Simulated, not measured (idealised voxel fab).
You're looking at the process module voxel air gaps.
For reference, the cross-section in this document is cut, with width 205 nm and square cells of 5 nm.
Cross-section format: a grid of square cells, given as bands from top to bottom; each band is one or more rows of cells. Heights first: top, then bottom, in nm. Then materials, left to right, each with a width in nm. "full width" on a single material: fills the band edge to edge. "air": empty space. Where do heights start? At 0: under that level the wafer as delivered is made of one material only. And the lowest band has no floor; it just carries on downward, as in "from 0 down". The width entry "30..40" should be interpreted row by row: the top row of cells in the band takes the first number, the bottom row takes the second number, and the change between adjacent rows is uniform throughout. "no modifications" after a step means that no cell of the cross-section changed. Basically, "Closed void table" tells you about the enclosed voids: empty spaces with no open way to the top, 8 cells or bigger, each written width x height at distance, where distance is from the left edge, all in nm. Where a step's line continues beyond its settings, the continuation is a remark by the simulator itself on that step. overlay nm: step with mask; distance mask lay right of planned place; negative value = left of planned place.

# Process steps (planned)
- 1: RECEIVE (material Si)
- 2: CONFORMAL_DEP (material SiO2; thk nm 10)
- 3: CONFORMAL_DEP (material SiN; thk nm 5)
- 4: DIRECTIONAL_DEP (material SiO2; thk nm 35)
- 5: PATTERN (tone open; mask id LINES; material resist; width nm 25; pitch nm 55; thk nm 20; overlay nm 0)
- 6: DIRECTIONAL_ETCH (etch materials SiO2; depth nm 35)
- 7: STRIP (etch materials resist)
- 8: CONFORMAL_DEP (material TiN; thk nm 5)
- 9: FILL_DEP (material Ru; thk nm 5)
- 10: CMP (height nm 50)
- 11: EPI (material Ru; thk nm 10)
- 12: SELECTIVE_ETCH (etch materials SiO2; depth nm 45)
- 13: CONFORMAL_DEP (material SiCN; thk nm 5)

# Received-state cross-section, reflecting completion of step 1
* from 0 down | Si full width
* Closed void table: none

# Cross-sectional image of the first of two wafers at the end of the module, the run having proceeded as planned
* from 65 to 60 | 20 of air  165 of SiCN  20 of air
* from 60 to 50 | 20 of air  5 of SiCN  45 of Ru  10 of SiCN  45 of Ru  10 of SiCN  45 of Ru  5 of SiCN  20 of air
* from 50 to 45 | 20 of air  15 of SiCN  5 of TiN  15 of Ru  5 of TiN  30 of SiCN  5 of TiN  15 of Ru  5 of TiN  30 of SiCN  5 of TiN  15 of Ru  5 of TiN  15 of SiCN  20 of air
* from 45 to 20 | 30 of air  5 of SiCN  5 of TiN  15 of Ru  5 of TiN  5 of SiCN  20 of air  5 of SiCN  5 of TiN  15 of Ru  5 of TiN  5 of SiCN  20 of air  5 of SiCN  5 of TiN  15 of Ru  5 of TiN  5 of SiCN  30 of air
* from 20 to 15 | 35 of SiCN  25 of TiN  30 of SiCN  25 of TiN  30 of SiCN  25 of TiN  35 of SiCN
* from 15 to 10 | SiN full width
* from 10 to 0 | SiO2 full width
* from 0 down | Si full width
* Closed void table: 20 x 25 at 65; 20 x 25 at 120

# Presented here is a cross-section of the second of the two wafers as it stood at the end of the module. It was started in the same manner and assigned the same plan as the first wafer; however, one mistake was made in its execution
* from 75 to 70 | 10 of air  185 of SiCN  10 of air
* from 70 to 50 | 10 of air  5 of SiCN  175 of Ru  5 of SiCN  10 of air
* from 50 to 45 | 10 of air  25 of SiCN  5 of TiN  15 of Ru  5 of TiN  30 of SiO2  5 of TiN  15 of Ru  5 of TiN  30 of SiO2  5 of TiN  15 of Ru  5 of TiN  25 of SiCN  10 of air
* from 45 to 20 | 30 of air  5 of SiCN  5 of TiN  15 of Ru  5 of TiN  30 of SiO2  5 of TiN  15 of Ru  5 of TiN  30 of SiO2  5 of TiN  15 of Ru  5 of TiN  5 of SiCN  30 of air
* from 20 to 15 | 35 of SiCN  25 of TiN  30 of SiO2  25 of TiN  30 of SiO2  25 of TiN  35 of SiCN
* from 15 to 10 | SiN full width
* from 10 to 0 | SiO2 full width
* from 0 down | Si full width
* Closed void table: none
Deviation noted in wafer processing: twice over, step 11 of the plan was run
It is noted that, at the conclusion of processing, the second wafer exhibits a higher or lower cell count for certain materials relative to the first: +86 Ru; -40 SiCN; +84 SiO2
The second wafer ends with 0 closed voids, and the first wafer ends with 2.
